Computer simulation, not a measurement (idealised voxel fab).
The name of this process module is voxel ribs on slabs.
Each square cell in cross-section cut measures 5 nm, and the section as a whole is 255 nm wide.
Throughout this document, each cross-section is represented as a grid of square cells and is presented as a sequence of bands enumerated from the top downward, where a band comprises one or more rows of cells. For a band, the entry starts with two heights in nm, that of the top and then that of the bottom, and carries on with the band's materials in order from left to right, each alongside its width in nm; the word "throughout" beside a single material means it fills the band edge to edge, and "blank" means empty space. Height reference: 0 = level under which incoming wafer is all one material. Lowest band: no bottom, runs on downward, e.g. "z 0 and below". A width such as "30->40" changes by the same amount from each row of cells to the next, from the band's top row to its bottom row. "nothing altered" after a step means that no cell of the cross-section changed. You'll see "Voids, sealed" listing empty spaces that have no way open to the top, as long as they're 8 cells or more; the notation is width x height at distance, where the distance is from the left edge, and all of it is in nm. What comes after the settings on a step's line is commentary from the simulator itself on that step. The optional step-line setting "overlay nm" applies to steps with a mask and quantifies how far to the right of its planned location the mask lay, a negative value indicating leftward placement.
Set out below are the planned steps of the process:
| 1 | RECEIVE,material Si |
| 2 | DIRECTIONAL_DEP,material SiO2,thk nm 30 |
| 3 | DIRECTIONAL_DEP,material polySi,thk nm 25 |
| 4 | MASKED_ETCH,tone cover,mask id RIB,width nm 15,etch materials polySi,depth nm 5,overlay nm 0 |
| 5 | MASKED_ETCH,tone cover,mask id SLAB,width nm 75,etch materials polySi,depth nm 20,overlay nm 0 |
| 6 | FILL_DEP,material SiO2,thk nm 20 |
| 7 | CMP,height nm 65 |
| 8 | DIRECTIONAL_DEP,material TiN,thk nm 5 |
| 9 | DIRECTIONAL_DEP,material aC,thk nm 15 |
| 10 | PATTERN,tone cover,mask id HEATER,material resist,width nm 25,thk nm 30,overlay nm 0 |
| 11 | DIRECTIONAL_ETCH,etch materials aC,depth nm 15 |
| 12 | STRIP,etch materials resist |
| 13 | DIRECTIONAL_ETCH,etch materials TiN,depth nm 5 |
| 14 | STRIP,etch materials aC |
| 15 | CONFORMAL_DEP,material SiO2,thk nm 10 |
First wafer of two (run as planned):
Incoming wafer in cross-section (state: after step 1):
- z 0 and below  Si throughout
- Voids, sealed: none
Once step 2 is through, the wafer looks like this in cross-section:
- z 30 to 0  SiO2 throughout
- At heights below 0, the structure remains unaltered.
Once step 3 is through, the wafer looks like this in cross-section:
- z 55 to 30  polySi throughout
- At heights below 30, the structure remains unaltered.
Once step 4 is through, the wafer looks like this in cross-section:
- z 55 to 50  blank: 120, then polySi: 15, then blank: 120
- At heights below 50, the structure remains unaltered.
Once step 5 is through, the wafer looks like this in cross-section:
- z 55 to 50  blank: 120, then polySi: 15, then blank: 120
- z 50 to 30  blank: 90, then polySi: 75, then blank: 90
- At heights below 30, the structure remains unaltered.
Once step 6 is through, the wafer looks like this in cross-section:
- z 75 to 55  SiO2 throughout
- z 55 to 50  SiO2: 120, then polySi: 15, then SiO2: 120
- z 50 to 30  SiO2: 90, then polySi: 75, then SiO2: 90
- At heights below 30, the structure remains unaltered.
Once step 7 is through, the wafer looks like this in cross-section:
- z 65 to 55  SiO2 throughout
- At heights below 55, the structure remains unaltered.
Once step 8 is through, the wafer looks like this in cross-section:
- z 70 to 65  TiN throughout
- At heights below 65, the structure remains unaltered.
Once step 9 is through, the wafer looks like this in cross-section:
- z 85 to 70  aC throughout
- At heights below 70, the structure remains unaltered.
Once step 10 is through, the wafer looks like this in cross-section:
- z 115 to 85  blank: 115, then resist: 25, then blank: 115
- At heights below 85, the structure remains unaltered.
Once step 11 is through, the wafer looks like this in cross-section:
- z 100 to 85  blank: 115, then resist: 25, then blank: 115
- z 85 to 70  blank: 115, then aC: 25, then blank: 115
- At heights below 70, the structure remains unaltered.
Once step 12 is through, the wafer looks like this in cross-section:
- z 85 to 70  blank: 115, then aC: 25, then blank: 115
- At heights below 70, the structure remains unaltered.
Once step 13 is through, the wafer looks like this in cross-section:
- z 85 to 70  blank: 115, then aC: 25, then blank: 115
- z 70 to 65  blank: 115, then TiN: 25, then blank: 115
- At heights below 65, the structure remains unaltered.
Once step 14 is through, the wafer looks like this in cross-section:
- z 70 to 65  blank: 115, then TiN: 25, then blank: 115
- At heights below 65, the structure remains unaltered.
Once step 15 is through, the wafer looks like this in cross-section:
- z 80 to 75  blank: 105, then SiO2: 45, then blank: 105
- z 75 to 70  SiO2 throughout
- z 70 to 65  SiO2: 115, then TiN: 25, then SiO2: 115
- At heights below 65, the structure remains unaltered.
Wafer two: like wafer one in start and plan, but with one mistake in execution; identical up to and including step 14:
X-section, second wafer, when step 15 was due to finish: nothing altered
So what did we get wrong on this run? step 15 of the plan was jumped over and never run
Final difference in cells, second wafer against first, listed per material as more or fewer: SiO2 -106
